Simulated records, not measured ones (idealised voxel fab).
Process module under the name voxel air gaps
Cross-section cut spans 210 nm and uses square cells 5 nm in size.
A cross-section is a grid of square cells, given in bands from the top down. A band is one or more rows of cells.
Band entry format. Leading values: height of top, height of bottom, nm. Remainder: materials in left-to-right order, each with its width in nm. Special words: "full width" on a single material, which then fills the band edge to edge; "air", empty space.
Convention: height 0 is the level below which the wafer, as received, is all one material. The lowest band does not terminate at the bottom but continues downward, represented as "0 nm and below".
The width entry "30..40" should be interpreted row by row: the top row of cells in the band takes the first number, the bottom row takes the second number, and the change between adjacent rows is uniform throughout.
Where a step carries "no modifications", the cross-section came out of it unchanged, cell for cell.
Closed empty spaces (no open way to the top) of 8 cells or more are what "Sealed cavities" lists, each as width x height at distance from the left edge, nm for all three.
What comes after the settings on a step's line is commentary from the simulator itself on that step.
You can add "overlay nm" to a step's line. For a step with a mask, it describes how far the mask lay to the right of its planned position, and a negative number describes a lay to the left.
-- Set out below are the planned steps of the process
1. RECEIVE [material Si]
2. CONFORMAL_DEP [material SiO2] [thk nm 10]
3. CONFORMAL_DEP [material SiCN] [thk nm 5]
4. DIRECTIONAL_DEP [material lowk] [thk nm 35]
5. MASKED_ETCH [tone open] [mask id LINES] [width nm 20] [pitch nm 50] [etch materials lowk] [depth nm 35] [overlay nm 0]
6. CONFORMAL_DEP [material TiN] [thk nm 5]
7. FILL_DEP [material W] [thk nm 5]
8. CMP [height nm 50]
9. EPI [material Ru] [thk nm 10]
10. SELECTIVE_ETCH [etch materials lowk] [depth nm 45]
11. CONFORMAL_DEP [material SiCN] [thk nm 5]
-- Cross-section of the wafer upon arrival, representing the state reached after step 1
    0 nm and below: Si full width
    Sealed cavities: none
-- First of two wafers: cross-section at end of module, run per plan
    65 nm to 60 nm: air: 5, then SiCN: 200, then air: 5
    60 nm to 50 nm: air: 5, then SiCN: 5, then Ru: 40, then SiCN: 10, then Ru: 40, then SiCN: 10, then Ru: 40, then SiCN: 10, then Ru: 40, then SiCN: 5, then air: 5
    50 nm to 45 nm: air: 5, then SiCN: 15, then TiN: 5, then W: 10, then TiN: 5, then SiCN: 30, then TiN: 5, then W: 10, then TiN: 5, then SiCN: 30, then TiN: 5, then W: 10, then TiN: 5, then SiCN: 30, then TiN: 5, then W: 10, then TiN: 5, then SiCN: 15, then air: 5
    45 nm to 20 nm: air: 15, then SiCN: 5, then TiN: 5, then W: 10, then TiN: 5, then SiCN: 5, then air: 20, then SiCN: 5, then TiN: 5, then W: 10, then TiN: 5, then SiCN: 5, then air: 20, then SiCN: 5, then TiN: 5, then W: 10, then TiN: 5, then SiCN: 5, then air: 20, then SiCN: 5, then TiN: 5, then W: 10, then TiN: 5, then SiCN: 5, then air: 15
    20 nm to 15 nm: SiCN: 20, then TiN: 20, then SiCN: 30, then TiN: 20, then SiCN: 30, then TiN: 20, then SiCN: 30, then TiN: 20, then SiCN: 20
    15 nm to 10 nm: SiCN full width
    10 nm to 0 nm: SiO2 full width
    0 nm and below: Si full width
    Sealed cavities: 20 x 25 at 45; 20 x 25 at 95; 20 x 25 at 145
-- Cross-section at end of module for the second wafer of two, which matched the first in starting point and plan and differed by one mistake in its processing
    65 nm to 60 nm: SiCN full width
    60 nm to 50 nm: Ru full width
    50 nm to 45 nm: TiN: 25, then W: 10, then TiN: 40, then W: 10, then TiN: 40, then W: 10, then TiN: 40, then W: 10, then TiN: 25
    45 nm to 20 nm: lowk: 20, then TiN: 5, then W: 10, then TiN: 5, then lowk: 30, then TiN: 5, then W: 10, then TiN: 5, then lowk: 30, then TiN: 5, then W: 10, then TiN: 5, then lowk: 30, then TiN: 5, then W: 10, then TiN: 5, then lowk: 20
    20 nm to 15 nm: lowk: 20, then TiN: 20, then lowk: 30, then TiN: 20, then lowk: 30, then TiN: 20, then lowk: 30, then TiN: 20, then lowk: 20
    15 nm to 10 nm: SiCN full width
    10 nm to 0 nm: SiO2 full width
    0 nm and below: Si full width
    Sealed cavities: none
Processing error: step 4 ran as: DIRECTIONAL_DEP [material lowk] [thk nm 30]
End of process, cell counts, second wafer against first, materials with more or fewer: Ru: 20 more | SiCN: 104 fewer | TiN: 26 more | lowk: 156 more
Quick summary for you: first wafer finishes at 3 closed voids, second at 0.
